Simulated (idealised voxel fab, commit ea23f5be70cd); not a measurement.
The following is a process module called voxel self aligned contacts.
The figure presents cross-section cut, which has a width of 185 nm and is divided into square cells with an edge length of 5 nm.
If you're reading a cross-section in this doc, picture square cells in a grid; it comes to you as bands, top ones listed first down to the bottom, and a band can be one or more rows of cells.
In this notation a band is specified by the heights of its top and bottom, in that order and in nm, after which its materials appear from left to right, each paired with its width in nm. The word "all across" attached to a single material means that material fills the band from edge to edge; the word "air" stands for empty space.
Heads up on the height convention: 0 is the point under which the incoming wafer is all one material, and the lowest band has no bottom, it just keeps going down, like "top 0, no bottom".
With a width like "30->40", each row of cells in the band differs from the next by the same amount, the top row carrying the first number and the bottom row the second.
A step reported as "nothing got changed" is a step in which no cell of the cross-section changed.
Any empty space of 8 cells or more lacking an open way to the top shows up in "Entrapped void list" as width x height at distance, distance from the left edge, in nm.
On a step's line, text after the settings is the simulator commenting on that step.
The optional step-line setting "overlay nm" applies to steps with a mask and quantifies how far to the right of its planned location the mask lay, a negative value indicating leftward placement.
Pairs, read this way: before one process step on the one hand, after it on the other, the after cross-section ending at the lowest band that changed; the step between, settings included, beneath. Same starting wafer throughout, but possibly different runs of this module, so no pair continues from the pair above unless its entry headed "Pre-process" says so.
Pre-process
- top 0, no bottom = Si all across
- Entrapped void list: none
Post-Process View
- top 5, bottom 0 = SiO2 all across
- Everything below 0 is unchanged.
- Entrapped void list: none
Operation between the pre and post cross-sections above: CONFORMAL_DEP, material SiO2, thk nm 5
Pre-process: it's just the after picture from the pair right above this one.
Post-Process View
- top 30, bottom 5 = polySi all across
- Everything below 5 is unchanged.
- Entrapped void list: none
Operation between the pre and post cross-sections above: DIRECTIONAL_DEP, material polySi, thk nm 25
Pre-process: it's just the after picture from the pair right above this one.
Post-Process View
- top 55, bottom 30 = SiN all across
- Everything below 30 is unchanged.
- Entrapped void list: none
Operation between the pre and post cross-sections above: DIRECTIONAL_DEP, material SiN, thk nm 25
Pre-process: it's just the after picture from the pair right above this one.
Post-Process View
- top 70, bottom 55 = aC all across
- Everything below 55 is unchanged.
- Entrapped void list: none
Operation between the pre and post cross-sections above: DIRECTIONAL_DEP, material aC, thk nm 15
Pre-process: it's just the after picture from the pair right above this one.
Post-Process View
- top 100, bottom 70 = air: 40, then resist: 30, then air: 45, then resist: 30, then air: 40
- Everything below 70 is unchanged.
- Entrapped void list: none
Operation between the pre and post cross-sections above: PATTERN, tone cover, mask id GATE, material resist, width nm 30, pitch nm 75, thk nm 30, overlay nm 0
Pre-process: it's just the after picture from the pair right above this one.
Post-Process View
- top 85, bottom 70 = air: 40, then resist: 30, then air: 45, then resist: 30, then air: 40
- top 70, bottom 55 = air: 40, then aC: 30, then air: 45, then aC: 30, then air: 40
- Everything below 55 is unchanged.
- Entrapped void list: none
Operation between the pre and post cross-sections above: DIRECTIONAL_ETCH, etch materials aC, depth nm 15
Pre-process: it's just the after picture from the pair right above this one.
Post-Process View
- top 70, bottom 55 = air: 40, then aC: 30, then air: 45, then aC: 30, then air: 40
- Everything below 55 is unchanged.
- Entrapped void list: none
Operation between the pre and post cross-sections above: STRIP, etch materials resist
Pre-process: it's just the after picture from the pair right above this one.
Post-Process View
- top 70, bottom 55 = air: 40, then aC: 30, then air: 45, then aC: 30, then air: 40
- top 55, bottom 30 = air: 40, then SiN: 30, then air: 45, then SiN: 30, then air: 40
- Everything below 30 is unchanged.
- Entrapped void list: none
Operation between the pre and post cross-sections above: DIRECTIONAL_ETCH, etch materials SiN, depth nm 25
Pre-process: it's just the after picture from the pair right above this one.
Post-Process View
- top 70, bottom 55 = air: 40, then aC: 30, then air: 45, then aC: 30, then air: 40
- top 55, bottom 30 = air: 40, then SiN: 30, then air: 45, then SiN: 30, then air: 40
- top 30, bottom 5 = air: 40, then polySi: 30, then air: 45, then polySi: 30, then air: 40
- Everything below 5 is unchanged.
- Entrapped void list: none
Operation between the pre and post cross-sections above: DIRECTIONAL_ETCH, etch materials polySi, depth nm 25
Pre-process: it's just the after picture from the pair right above this one.
Post-Process View
- top 55, bottom 30 = air: 40, then SiN: 30, then air: 45, then SiN: 30, then air: 40
- Everything below 30 is unchanged.
- Entrapped void list: none
Operation between the pre and post cross-sections above: STRIP, etch materials aC
Pre-process: it's just the after picture from the pair right above this one.
Post-Process View
- top 65, bottom 30 = air: 30, then SiN: 50, then air: 25, then SiN: 50, then air: 30
- top 30, bottom 15 = air: 30, then SiN: 10, then polySi: 30, then SiN: 10, then air: 25, then SiN: 10, then polySi: 30, then SiN: 10, then air: 30
- top 15, bottom 5 = SiN: 40, then polySi: 30, then SiN: 45, then polySi: 30, then SiN: 40
- Everything below 5 is unchanged.
- Entrapped void list: none
Operation between the pre and post cross-sections above: CONFORMAL_DEP, material SiN, thk nm 10
Pre-process: it's just the after picture from the pair right above this one.
Post-Process View
- top 55, bottom 30 = air: 30, then SiN: 50, then air: 25, then SiN: 50, then air: 30
- top 30, bottom 5 = air: 30, then SiN: 10, then polySi: 30, then SiN: 10, then air: 25, then SiN: 10, then polySi: 30, then SiN: 10, then air: 30
- Everything below 5 is unchanged.
- Entrapped void list: none
Operation between the pre and post cross-sections above: DIRECTIONAL_ETCH, etch materials SiN, depth nm 10
Pre-process: it's just the after picture from the pair right above this one.
Post-Process View
- top 70, bottom 55 = SiO2 all across
- top 55, bottom 30 = SiO2: 30, then SiN: 50, then SiO2: 25, then SiN: 50, then SiO2: 30
- top 30, bottom 5 = SiO2: 30, then SiN: 10, then polySi: 30, then SiN: 10, then SiO2: 25, then SiN: 10, then polySi: 30, then SiN: 10, then SiO2: 30
- Everything below 5 is unchanged.
- Entrapped void list: none
Operation between the pre and post cross-sections above: FILL_DEP, material SiO2, thk nm 15
Pre-process: it's just the after picture from the pair right above this one.
Post-Process View
- top 60, bottom 55 = SiO2 all across
- Everything below 55 is unchanged.
- Entrapped void list: none
Operation between the pre and post cross-sections above: CMP, height nm 60
Pre-process: it's just the after picture from the pair right above this one.
Post-Process View
- top 60, bottom 55 = SiO2: 65, then air: 55, then SiO2: 65
- top 55, bottom 30 = SiO2: 30, then SiN: 50, then air: 25, then SiN: 50, then SiO2: 30
- top 30, bottom 5 = SiO2: 30, then SiN: 10, then polySi: 30, then SiN: 10, then air: 25, then SiN: 10, then polySi: 30, then SiN: 10, then SiO2: 30
- top 5, bottom 0 = SiO2: 80, then air: 25, then SiO2: 80
- Everything below 0 is unchanged.
- Entrapped void list: none
Operation between the pre and post cross-sections above: MASKED_ETCH, tone open, mask id CONTACT, width nm 55, etch materials SiO2, depth nm 60, overlay nm 0
Pre-process: it's just the after picture from the pair right above this one.
Post-Process View
- top 65, bottom 60 = TiN: 70, then air: 45, then TiN: 70
- top 60, bottom 55 = SiO2: 65, then TiN: 20, then air: 15, then TiN: 20, then SiO2: 65
- top 55, bottom 30 = SiO2: 30, then SiN: 50, then TiN: 5, then air: 15, then TiN: 5, then SiN: 50, then SiO2: 30
- top 30, bottom 5 = SiO2: 30, then SiN: 10, then polySi: 30, then SiN: 10, then TiN: 5, then air: 15, then TiN: 5, then SiN: 10, then polySi: 30, then SiN: 10, then SiO2: 30
- top 5, bottom 0 = SiO2: 80, then TiN: 25, then SiO2: 80
- Everything below 0 is unchanged.
- Entrapped void list: none
Operation between the pre and post cross-sections above: CONFORMAL_DEP, material TiN, thk nm 5
Pre-process: it's just the after picture from the pair right above this one.
Post-Process View
- top 75, bottom 65 = Ru all across
- top 65, bottom 60 = TiN: 70, then Ru: 45, then TiN: 70
- top 60, bottom 55 = SiO2: 65, then TiN: 20, then Ru: 15, then TiN: 20, then SiO2: 65
- top 55, bottom 30 = SiO2: 30, then SiN: 50, then TiN: 5, then Ru: 15, then TiN: 5, then SiN: 50, then SiO2: 30
- top 30, bottom 5 = SiO2: 30, then SiN: 10, then polySi: 30, then SiN: 10, then TiN: 5, then Ru: 15, then TiN: 5, then SiN: 10, then polySi: 30, then SiN: 10, then SiO2: 30
- Everything below 5 is unchanged.
- Entrapped void list: none
Operation between the pre and post cross-sections above: FILL_DEP, material Ru, thk nm 10
Pre-process: it's just the after picture from the pair right above this one.
Post-Process View
- top 60, bottom 55 = SiO2: 65, then TiN: 20, then Ru: 15, then TiN: 20, then SiO2: 65
- Everything below 55 is unchanged.
- Entrapped void list: none
Operation between the pre and post cross-sections above: CMP, height nm 60
Pre-process: it's just the after picture from the pair right above this one.
Post-Process View
- top 65, bottom 60 = SiCN all across
- Everything below 60 is unchanged.
- Entrapped void list: none
Operation between the pre and post cross-sections above: CONFORMAL_DEP, material SiCN, thk nm 5
Pre-process
- top 0, no bottom = Si all across
- Entrapped void list: none
Post-Process View
- top 25, bottom 0 = polySi all across
- Everything below 0 is unchanged.
- Entrapped void list: none
Operation between the pre and post cross-sections above: DIRECTIONAL_DEP, material polySi, thk nm 25
Pre-process: it's just the after picture from the pair right above this one.
Post-Process View
- top 50, bottom 25 = SiN all across
- Everything below 25 is unchanged.
- Entrapped void list: none
Operation between the pre and post cross-sections above: DIRECTIONAL_DEP, material SiN, thk nm 25
Pre-process: it's just the after picture from the pair right above this one.
Post-Process View
- top 65, bottom 50 = aC all across
- Everything below 50 is unchanged.
- Entrapped void list: none
Operation between the pre and post cross-sections above: DIRECTIONAL_DEP, material aC, thk nm 15
Pre-process: it's just the after picture from the pair right above this one.
Post-Process View
- top 95, bottom 65 = air: 40, then resist: 30, then air: 45, then resist: 30, then air: 40
- Everything below 65 is unchanged.
- Entrapped void list: none
Operation between the pre and post cross-sections above: PATTERN, tone cover, mask id GATE, material resist, width nm 30, pitch nm 75, thk nm 30, overlay nm 0
Pre-process: it's just the after picture from the pair right above this one.
Post-Process View
- top 80, bottom 65 = air: 40, then resist: 30, then air: 45, then resist: 30, then air: 40
- top 65, bottom 50 = air: 40, then aC: 30, then air: 45, then aC: 30, then air: 40
- Everything below 50 is unchanged.
- Entrapped void list: none
Operation between the pre and post cross-sections above: DIRECTIONAL_ETCH, etch materials aC, depth nm 15
Pre-process: it's just the after picture from the pair right above this one.
Post-Process View
- top 65, bottom 50 = air: 40, then aC: 30, then air: 45, then aC: 30, then air: 40
- Everything below 50 is unchanged.
- Entrapped void list: none
Operation between the pre and post cross-sections above: STRIP, etch materials resist
Pre-process: it's just the after picture from the pair right above this one.
Post-Process View
- top 65, bottom 50 = air: 40, then aC: 30, then air: 45, then aC: 30, then air: 40
- top 50, bottom 25 = air: 40, then SiN: 30, then air: 45, then SiN: 30, then air: 40
- Everything below 25 is unchanged.
- Entrapped void list: none
Operation between the pre and post cross-sections above: DIRECTIONAL_ETCH, etch materials SiN, depth nm 25
Pre-process: it's just the after picture from the pair right above this one.
Post-Process View
- top 65, bottom 50 = air: 40, then aC: 30, then air: 45, then aC: 30, then air: 40
- top 50, bottom 25 = air: 40, then SiN: 30, then air: 45, then SiN: 30, then air: 40
- top 25, bottom 0 = air: 40, then polySi: 30, then air: 45, then polySi: 30, then air: 40
- Everything below 0 is unchanged.
- Entrapped void list: none
Operation between the pre and post cross-sections above: DIRECTIONAL_ETCH, etch materials polySi, depth nm 25
Pre-process: it's just the after picture from the pair right above this one.
Post-Process View
- top 50, bottom 25 = air: 40, then SiN: 30, then air: 45, then SiN: 30, then air: 40
- Everything below 25 is unchanged.
- Entrapped void list: none
Operation between the pre and post cross-sections above: STRIP, etch materials aC
Pre-process: it's just the after picture from the pair right above this one.
Post-Process View
- top 60, bottom 25 = air: 30, then SiN: 50, then air: 25, then SiN: 50, then air: 30
- top 25, bottom 10 = air: 30, then SiN: 10, then polySi: 30, then SiN: 10, then air: 25, then SiN: 10, then polySi: 30, then SiN: 10, then air: 30
- top 10, bottom 0 = SiN: 40, then polySi: 30, then SiN: 45, then polySi: 30, then SiN: 40
- Everything below 0 is unchanged.
- Entrapped void list: none
Operation between the pre and post cross-sections above: CONFORMAL_DEP, material SiN, thk nm 10
Pre-process: it's just the after picture from the pair right above this one.
Post-Process View
- top 50, bottom 25 = air: 30, then SiN: 50, then air: 25, then SiN: 50, then air: 30
- top 25, bottom 0 = air: 30, then SiN: 10, then polySi: 30, then SiN: 10, then air: 25, then SiN: 10, then polySi: 30, then SiN: 10, then air: 30
- Everything below 0 is unchanged.
- Entrapped void list: none
Operation between the pre and post cross-sections above: DIRECTIONAL_ETCH, etch materials SiN, depth nm 10
Pre-process: it's just the after picture from the pair right above this one.
Post-Process View
- top 65, bottom 50 = SiO2 all across
- top 50, bottom 25 = SiO2: 30, then SiN: 50, then SiO2: 25, then SiN: 50, then SiO2: 30
- top 25, bottom 0 = SiO2: 30, then SiN: 10, then polySi: 30, then SiN: 10, then SiO2: 25, then SiN: 10, then polySi: 30, then SiN: 10, then SiO2: 30
- Everything below 0 is unchanged.
- Entrapped void list: none
Operation between the pre and post cross-sections above: FILL_DEP, material SiO2, thk nm 15
Pre-process: it's just the after picture from the pair right above this one.
Post-Process View
- top 60, bottom 50 = SiO2 all across
- Everything below 50 is unchanged.
- Entrapped void list: none
Operation between the pre and post cross-sections above: CMP, height nm 60
Pre-process: it's just the after picture from the pair right above this one.
Post-Process View
- top 60, bottom 50 = SiO2: 65, then air: 55, then SiO2: 65
- top 50, bottom 25 = SiO2: 30, then SiN: 50, then air: 25, then SiN: 50, then SiO2: 30
- top 25, bottom 0 = SiO2: 30, then SiN: 10, then polySi: 30, then SiN: 10, then air: 25, then SiN: 10, then polySi: 30, then SiN: 10, then SiO2: 30
- Everything below 0 is unchanged.
- Entrapped void list: none
Operation between the pre and post cross-sections above: MASKED_ETCH, tone open, mask id CONTACT, width nm 55, etch materials SiO2, depth nm 60, overlay nm 0
Pre-process: it's just the after picture from the pair right above this one.
Post-Process View
- top 65, bottom 60 = TiN: 70, then air: 45, then TiN: 70
- top 60, bottom 50 = SiO2: 65, then TiN: 5->20, then air: 45->15, then TiN: 5->20, then SiO2: 65
- top 50, bottom 25 = SiO2: 30, then SiN: 50, then TiN: 5, then air: 15, then TiN: 5, then SiN: 50, then SiO2: 30
- top 25, bottom 5 = SiO2: 30, then SiN: 10, then polySi: 30, then SiN: 10, then TiN: 5, then air: 15, then TiN: 5, then SiN: 10, then polySi: 30, then SiN: 10, then SiO2: 30
- top 5, bottom 0 = SiO2: 30, then SiN: 10, then polySi: 30, then SiN: 10, then TiN: 25, then SiN: 10, then polySi: 30, then SiN: 10, then SiO2: 30
- Everything below 0 is unchanged.
- Entrapped void list: none
Operation between the pre and post cross-sections above: CONFORMAL_DEP, material TiN, thk nm 5
Pre-process: it's just the after picture from the pair right above this one.
Post-Process View
- top 75, bottom 65 = Ru all across
- top 65, bottom 60 = TiN: 70, then Ru: 45, then TiN: 70
- top 60, bottom 50 = SiO2: 65, then TiN: 5->20, then Ru: 45->15, then TiN: 5->20, then SiO2: 65
- top 50, bottom 25 = SiO2: 30, then SiN: 50, then TiN: 5, then Ru: 15, then TiN: 5, then SiN: 50, then SiO2: 30
- top 25, bottom 5 = SiO2: 30, then SiN: 10, then polySi: 30, then SiN: 10, then TiN: 5, then Ru: 15, then TiN: 5, then SiN: 10, then polySi: 30, then SiN: 10, then SiO2: 30
- Everything below 5 is unchanged.
- Entrapped void list: none
Operation between the pre and post cross-sections above: FILL_DEP, material Ru, thk nm 10
Pre-process: it's just the after picture from the pair right above this one.
Post-Process View
- top 60, bottom 50 = SiO2: 65, then TiN: 5->20, then Ru: 45->15, then TiN: 5->20, then SiO2: 65
- Everything below 50 is unchanged.
- Entrapped void list: none
Operation between the pre and post cross-sections above: CMP, height nm 60
Pre-process: it's just the after picture from the pair right above this one.
Post-Process View
- top 65, bottom 60 = SiCN all across
- Everything below 60 is unchanged.
- Entrapped void list: none
Operation between the pre and post cross-sections above: CONFORMAL_DEP, material SiCN, thk nm 5
Pre-process
- top 55, bottom 30 = SiN all across
- top 30, bottom 5 = polySi all across
- top 5, bottom 0 = SiO2 all across
- top 0, no bottom = Si all across
- Entrapped void list: none
Post-Process View
- top 80, bottom 30 = SiN all across
- Everything below 30 is unchanged.
- Entrapped void list: none
Operation between the pre and post cross-sections above: DIRECTIONAL_DEP, material SiN, thk nm 25
Pre-process: it's just the after picture from the pair right above this one.
Post-Process View
- top 95, bottom 80 = aC all across
- Everything below 80 is unchanged.
- Entrapped void list: none
Operation between the pre and post cross-sections above: DIRECTIONAL_DEP, material aC, thk nm 15
Pre-process: it's just the after picture from the pair right above this one.
Post-Process View
- top 125, bottom 95 = air: 40, then resist: 30, then air: 45, then resist: 30, then air: 40
- Everything below 95 is unchanged.
- Entrapped void list: none
Operation between the pre and post cross-sections above: PATTERN, tone cover, mask id GATE, material resist, width nm 30, pitch nm 75, thk nm 30, overlay nm 0
Pre-process: it's just the after picture from the pair right above this one.
Post-Process View
- top 110, bottom 95 = air: 40, then resist: 30, then air: 45, then resist: 30, then air: 40
- top 95, bottom 80 = air: 40, then aC: 30, then air: 45, then aC: 30, then air: 40
- Everything below 80 is unchanged.
- Entrapped void list: none
Operation between the pre and post cross-sections above: DIRECTIONAL_ETCH, etch materials aC, depth nm 15
Pre-process: it's just the after picture from the pair right above this one.
Post-Process View
- top 95, bottom 80 = air: 40, then aC: 30, then air: 45, then aC: 30, then air: 40
- Everything below 80 is unchanged.
- Entrapped void list: none
Operation between the pre and post cross-sections above: STRIP, etch materials resist
Pre-process: it's just the after picture from the pair right above this one.
Post-Process View
- top 95, bottom 80 = air: 40, then aC: 30, then air: 45, then aC: 30, then air: 40
- top 80, bottom 55 = air: 40, then SiN: 30, then air: 45, then SiN: 30, then air: 40
- Everything below 55 is unchanged.
- Entrapped void list: none
Operation between the pre and post cross-sections above: DIRECTIONAL_ETCH, etch materials SiN, depth nm 25
Pre-process: it's just the after picture from the pair right above this one.
Post-Process View
- top 80, bottom 55 = air: 40, then SiN: 30, then air: 45, then SiN: 30, then air: 40
- Everything below 55 is unchanged.
- Entrapped void list: none
Operation between the pre and post cross-sections above: STRIP, etch materials aC
Pre-process: it's just the after picture from the pair right above this one.
Post-Process View
- top 90, bottom 65 = air: 30, then SiN: 50, then air: 25, then SiN: 50, then air: 30
- top 65, bottom 30 = SiN all across
- Everything below 30 is unchanged.
- Entrapped void list: none
Operation between the pre and post cross-sections above: CONFORMAL_DEP, material SiN, thk nm 10
Pre-process: it's just the after picture from the pair right above this one.
Post-Process View
- top 80, bottom 55 = air: 30, then SiN: 50, then air: 25, then SiN: 50, then air: 30
- Everything below 55 is unchanged.
- Entrapped void list: none
Operation between the pre and post cross-sections above: DIRECTIONAL_ETCH, etch materials SiN, depth nm 10
Pre-process: it's just the after picture from the pair right above this one.
Post-Process View
- top 95, bottom 80 = SiO2 all across
- top 80, bottom 55 = SiO2: 30, then SiN: 50, then SiO2: 25, then SiN: 50, then SiO2: 30
- Everything below 55 is unchanged.
- Entrapped void list: none
Operation between the pre and post cross-sections above: FILL_DEP, material SiO2, thk nm 15
Pre-process: it's just the after picture from the pair right above this one.
Post-Process View
- top 60, bottom 55 = SiO2: 30, then SiN: 50, then SiO2: 25, then SiN: 50, then SiO2: 30
- Everything below 55 is unchanged.
- Entrapped void list: none
Operation between the pre and post cross-sections above: CMP, height nm 60
Pre-process: it's just the after picture from the pair right above this one.
Post-Process View
- top 60, bottom 55 = SiO2: 30, then SiN: 50, then air: 25, then SiN: 50, then SiO2: 30
- Everything below 55 is unchanged.
- Entrapped void list: none
Operation between the pre and post cross-sections above: MASKED_ETCH, tone open, mask id CONTACT, width nm 55, etch materials SiO2, depth nm 60, overlay nm 0
Pre-process: it's just the after picture from the pair right above this one.
Post-Process View
- top 65, bottom 60 = TiN: 85, then air: 15, then TiN: 85
- top 60, bottom 55 = SiO2: 30, then SiN: 50, then TiN: 25, then SiN: 50, then SiO2: 30
- Everything below 55 is unchanged.
- Entrapped void list: none
Operation between the pre and post cross-sections above: CONFORMAL_DEP, material TiN, thk nm 5
Pre-process: it's just the after picture from the pair right above this one.
Post-Process View
- top 75, bottom 65 = Ru all across
- top 65, bottom 60 = TiN: 85, then Ru: 15, then TiN: 85
- Everything below 60 is unchanged.
- Entrapped void list: none
Operation between the pre and post cross-sections above: FILL_DEP, material Ru, thk nm 10
Pre-process: it's just the after picture from the pair right above this one.
Post-Process View
- top 60, bottom 55 = SiO2: 30, then SiN: 50, then TiN: 25, then SiN: 50, then SiO2: 30
- Everything below 55 is unchanged.
- Entrapped void list: none
Operation between the pre and post cross-sections above: CMP, height nm 60
Pre-process: it's just the after picture from the pair right above this one.
Post-Process View
- top 65, bottom 60 = SiCN all across
- Everything below 60 is unchanged.
- Entrapped void list: none
Operation between the pre and post cross-sections above: CONFORMAL_DEP, material SiCN, thk nm 5
Pre-process
- top 25, bottom 0 = polySi all across
- top 0, no bottom = Si all across
- Entrapped void list: none
Post-Process View
- top 30, bottom 25 = SiO2 all across
- Everything below 25 is unchanged.
- Entrapped void list: none
Operation between the pre and post cross-sections above: CONFORMAL_DEP, material SiO2, thk nm 5
Pre-process: it's just the after picture from the pair right above this one.
Post-Process View
- top 55, bottom 30 = SiN all across
- Everything below 30 is unchanged.
- Entrapped void list: none
Operation between the pre and post cross-sections above: DIRECTIONAL_DEP, material SiN, thk nm 25
Pre-process: it's just the after picture from the pair right above this one.
Post-Process View
- top 70, bottom 55 = aC all across
- Everything below 55 is unchanged.
- Entrapped void list: none
Operation between the pre and post cross-sections above: DIRECTIONAL_DEP, material aC, thk nm 15
Pre-process: it's just the after picture from the pair right above this one.
Post-Process View
- top 100, bottom 70 = air: 40, then resist: 30, then air: 45, then resist: 30, then air: 40
- Everything below 70 is unchanged.
- Entrapped void list: none
Operation between the pre and post cross-sections above: PATTERN, tone cover, mask id GATE, material resist, width nm 30, pitch nm 75, thk nm 30, overlay nm 0
Pre-process: it's just the after picture from the pair right above this one.
Post-Process View
- top 85, bottom 70 = air: 40, then resist: 30, then air: 45, then resist: 30, then air: 40
- top 70, bottom 55 = air: 40, then aC: 30, then air: 45, then aC: 30, then air: 40
- Everything below 55 is unchanged.
- Entrapped void list: none
Operation between the pre and post cross-sections above: DIRECTIONAL_ETCH, etch materials aC, depth nm 15
Pre-process: it's just the after picture from the pair right above this one.
Post-Process View
- top 70, bottom 55 = air: 40, then aC: 30, then air: 45, then aC: 30, then air: 40
- Everything below 55 is unchanged.
- Entrapped void list: none
Operation between the pre and post cross-sections above: STRIP, etch materials resist
Pre-process: it's just the after picture from the pair right above this one.
Post-Process View
- top 70, bottom 55 = air: 40, then aC: 30, then air: 45, then aC: 30, then air: 40
- top 55, bottom 30 = air: 40, then SiN: 30, then air: 45, then SiN: 30, then air: 40
- Everything below 30 is unchanged.
- Entrapped void list: none
Operation between the pre and post cross-sections above: DIRECTIONAL_ETCH, etch materials SiN, depth nm 25
Pre-process: it's just the after picture from the pair right above this one.
Post-Process View
- top 55, bottom 30 = air: 40, then SiN: 30, then air: 45, then SiN: 30, then air: 40
- Everything below 30 is unchanged.
- Entrapped void list: none
Operation between the pre and post cross-sections above: STRIP, etch materials aC
Pre-process: it's just the after picture from the pair right above this one.
Post-Process View
- top 65, bottom 40 = air: 30, then SiN: 50, then air: 25, then SiN: 50, then air: 30
- top 40, bottom 30 = SiN all across
- Everything below 30 is unchanged.
- Entrapped void list: none
Operation between the pre and post cross-sections above: CONFORMAL_DEP, material SiN, thk nm 10
Pre-process: it's just the after picture from the pair right above this one.
Post-Process View
- top 55, bottom 30 = air: 30, then SiN: 50, then air: 25, then SiN: 50, then air: 30
- Everything below 30 is unchanged.
- Entrapped void list: none
Operation between the pre and post cross-sections above: DIRECTIONAL_ETCH, etch materials SiN, depth nm 10
Pre-process: it's just the after picture from the pair right above this one.
Post-Process View
- top 70, bottom 55 = SiO2 all across
- top 55, bottom 30 = SiO2: 30, then SiN: 50, then SiO2: 25, then SiN: 50, then SiO2: 30
- Everything below 30 is unchanged.
- Entrapped void list: none
Operation between the pre and post cross-sections above: FILL_DEP, material SiO2, thk nm 15
Pre-process: it's just the after picture from the pair right above this one.
Post-Process View
- top 60, bottom 55 = SiO2 all across
- Everything below 55 is unchanged.
- Entrapped void list: none
Operation between the pre and post cross-sections above: CMP, height nm 60
Pre-process: it's just the after picture from the pair right above this one.
Post-Process View
- top 60, bottom 55 = SiO2: 65, then air: 55, then SiO2: 65
- top 55, bottom 30 = SiO2: 30, then SiN: 50, then air: 25, then SiN: 50, then SiO2: 30
- top 30, bottom 25 = SiO2: 80, then air: 25, then SiO2: 80
- Everything below 25 is unchanged.
- Entrapped void list: none
Operation between the pre and post cross-sections above: MASKED_ETCH, tone open, mask id CONTACT, width nm 55, etch materials SiO2, depth nm 60, overlay nm 0
Pre-process: it's just the after picture from the pair right above this one.
Post-Process View
- top 65, bottom 60 = TiN: 70, then air: 45, then TiN: 70
- top 60, bottom 55 = SiO2: 65, then TiN: 20, then air: 15, then TiN: 20, then SiO2: 65
- top 55, bottom 30 = SiO2: 30, then SiN: 50, then TiN: 5, then air: 15, then TiN: 5, then SiN: 50, then SiO2: 30
- top 30, bottom 25 = SiO2: 80, then TiN: 25, then SiO2: 80
- Everything below 25 is unchanged.
- Entrapped void list: none
Operation between the pre and post cross-sections above: CONFORMAL_DEP, material TiN, thk nm 5
Pre-process: it's just the after picture from the pair right above this one.
Post-Process View
- top 75, bottom 65 = Ru all across
- top 65, bottom 60 = TiN: 70, then Ru: 45, then TiN: 70
- top 60, bottom 55 = SiO2: 65, then TiN: 20, then Ru: 15, then TiN: 20, then SiO2: 65
- top 55, bottom 30 = SiO2: 30, then SiN: 50, then TiN: 5, then Ru: 15, then TiN: 5, then SiN: 50, then SiO2: 30
- Everything below 30 is unchanged.
- Entrapped void list: none
Operation between the pre and post cross-sections above: FILL_DEP, material Ru, thk nm 10
Pre-process: it's just the after picture from the pair right above this one.
Post-Process View
- top 60, bottom 55 = SiO2: 65, then TiN: 20, then Ru: 15, then TiN: 20, then SiO2: 65
- Everything below 55 is unchanged.
- Entrapped void list: none
Operation between the pre and post cross-sections above: CMP, height nm 60
Pre-process: it's just the after picture from the pair right above this one.
Post-Process View
- top 65, bottom 60 = SiCN all across
- Everything below 60 is unchanged.
- Entrapped void list: none
Operation between the pre and post cross-sections above: CONFORMAL_DEP, material SiCN, thk nm 5
Pre-process
- top 70, bottom 55 = air: 40, then aC: 30, then air: 45, then aC: 30, then air: 40
- top 55, bottom 30 = SiN all across
- top 30, bottom 5 = polySi all across
- top 5, bottom 0 = SiO2 all across
- top 0, no bottom = Si all across
- Entrapped void list: none
Post-Process View
- top 70, bottom 55 = air: 40, then aC: 30, then air: 45, then aC: 30, then air: 40
- top 55, bottom 35 = air: 40, then SiN: 30, then air: 45, then SiN: 30, then air: 40
- Everything below 35 is unchanged.
- Entrapped void list: none
Operation between the pre and post cross-sections above: DIRECTIONAL_ETCH, etch materials SiN, depth nm 20
Pre-process: it's just the after picture from the pair right above this one.
Post-Process View
- top 55, bottom 35 = air: 40, then SiN: 30, then air: 45, then SiN: 30, then air: 40
- Everything below 35 is unchanged.
- Entrapped void list: none
Operation between the pre and post cross-sections above: STRIP, etch materials aC
Pre-process: it's just the after picture from the pair right above this one.
Post-Process View
- top 65, bottom 45 = air: 30, then SiN: 50, then air: 25, then SiN: 50, then air: 30
- top 45, bottom 30 = SiN all across
- Everything below 30 is unchanged.
- Entrapped void list: none
Operation between the pre and post cross-sections above: CONFORMAL_DEP, material SiN, thk nm 10
Pre-process: it's just the after picture from the pair right above this one.
Post-Process View
- top 55, bottom 35 = air: 30, then SiN: 50, then air: 25, then SiN: 50, then air: 30
- Everything below 35 is unchanged.
- Entrapped void list: none
Operation between the pre and post cross-sections above: DIRECTIONAL_ETCH, etch materials SiN, depth nm 10
Pre-process: it's just the after picture from the pair right above this one.
Post-Process View
- top 70, bottom 55 = SiO2 all across
- top 55, bottom 35 = SiO2: 30, then SiN: 50, then SiO2: 25, then SiN: 50, then SiO2: 30
- Everything below 35 is unchanged.
- Entrapped void list: none
Operation between the pre and post cross-sections above: FILL_DEP, material SiO2, thk nm 15
Pre-process: it's just the after picture from the pair right above this one.
Post-Process View
- top 60, bottom 55 = SiO2 all across
- Everything below 55 is unchanged.
- Entrapped void list: none
Operation between the pre and post cross-sections above: CMP, height nm 60
Pre-process: it's just the after picture from the pair right above this one.
Post-Process View
- top 60, bottom 55 = SiO2: 65, then air: 55, then SiO2: 65
- top 55, bottom 35 = SiO2: 30, then SiN: 50, then air: 25, then SiN: 50, then SiO2: 30
- Everything below 35 is unchanged.
- Entrapped void list: none
Operation between the pre and post cross-sections above: MASKED_ETCH, tone open, mask id CONTACT, width nm 55, etch materials SiO2, depth nm 60, overlay nm 0
Pre-process: it's just the after picture from the pair right above this one.
Post-Process View
- top 65, bottom 60 = TiN: 70, then air: 45, then TiN: 70
- top 60, bottom 55 = SiO2: 65, then TiN: 20, then air: 15, then TiN: 20, then SiO2: 65
- top 55, bottom 40 = SiO2: 30, then SiN: 50, then TiN: 5, then air: 15, then TiN: 5, then SiN: 50, then SiO2: 30
- top 40, bottom 35 = SiO2: 30, then SiN: 50, then TiN: 25, then SiN: 50, then SiO2: 30
- Everything below 35 is unchanged.
- Entrapped void list: none
Operation between the pre and post cross-sections above: CONFORMAL_DEP, material TiN, thk nm 5
Pre-process: it's just the after picture from the pair right above this one.
Post-Process View
- top 75, bottom 65 = Ru all across
- top 65, bottom 60 = TiN: 70, then Ru: 45, then TiN: 70
- top 60, bottom 55 = SiO2: 65, then TiN: 20, then Ru: 15, then TiN: 20, then SiO2: 65
- top 55, bottom 40 = SiO2: 30, then SiN: 50, then TiN: 5, then Ru: 15, then TiN: 5, then SiN: 50, then SiO2: 30
- Everything below 40 is unchanged.
- Entrapped void list: none
Operation between the pre and post cross-sections above: FILL_DEP, material Ru, thk nm 10
Pre-process: it's just the after picture from the pair right above this one.
Post-Process View
- top 60, bottom 55 = SiO2: 65, then TiN: 20, then Ru: 15, then TiN: 20, then SiO2: 65
- Everything below 55 is unchanged.
- Entrapped void list: none
Operation between the pre and post cross-sections above: CMP, height nm 60
Pre-process: it's just the after picture from the pair right above this one.
Post-Process View
- top 65, bottom 60 = SiCN all across
- Everything below 60 is unchanged.
- Entrapped void list: none
Operation between the pre and post cross-sections above: CONFORMAL_DEP, material SiCN, thk nm 5
